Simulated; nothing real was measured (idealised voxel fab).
Proc. module: voxel fin reveal
Displayed cross-section: cut, width of 150 nm, square cells sized 5 nm.
Bands, listed from the top down, are how a cross-section gets written in this document; the cross-section itself is a grid of square cells, and a band is one or more rows of them.
The entry gives the band's vertical extent as a top height and a bottom height in nm, then its horizontal make-up as materials from left to right, each with a width in nm. "air" stands for empty space; a single material marked "throughout" fills the band edge to edge.
Heights are reckoned from 0. Under this level, the received wafer is all of one material. The bottommost band is open-ended downward, for example "0 and below".
It should be noted that a width expressed as "30..40" varies in equal increments from row to row of cells within the band, taking the value of the first number at the top row and that of the second number at the bottom row.
Reading "nothing altered" for a step: not a cell of the cross-section changed in it.
Entry "Closed void register" = empty spaces >= 8 cells with no open way to the top; each as width x height at distance, distance from left edge, all nm.
Read whatever lies past the settings on a step's line as the simulator's own remark about the step.
overlay nm: where the mask lay relative to plan, measured to the right, on steps with a mask; negatives go left.

## Process steps foreseen in the plan
1: RECEIVE with material Si
2: CONFORMAL_DEP with material SiN, thk nm 10
3: DIRECTIONAL_DEP with material aC, thk nm 15
4: PATTERN with tone cover, mask id FINS, material resist, width nm 15, pitch nm 40, thk nm 30, overlay nm 0
5: DIRECTIONAL_ETCH with etch materials aC, depth nm 15
6: STRIP with etch materials resist
7: DIRECTIONAL_ETCH with etch materials SiN, depth nm 10
8: DIRECTIONAL_ETCH with etch materials Si, depth nm 40
9: STRIP with etch materials aC
10: OXIDIZE with depth nm 5
11: FILL_DEP with material SiO2, thk nm 15
12: CMP with height nm 10
13: SELECTIVE_ETCH with etch materials SiO2, depth nm 35
14: STRIP with etch materials SiN
Wafer-to-wafer difference: width nm, step 4. Common start. Plan = first wafer's value.

## Cross-section: the first of several wafers in its as-received state, i.e. following step 1
0 and below | Si throughout
Closed void register: none

## Per wafer (row), end of module: delta in cells per material since receipt, (+) for gained, (-) for lost; closed voids after that
width nm 15 | -243 Si | +108 SiO2 | Closed void register: none
width nm 20 | -216 Si | +96 SiO2 | Closed void register: none
width nm 25 | -189 Si | +84 SiO2 | Closed void register: none
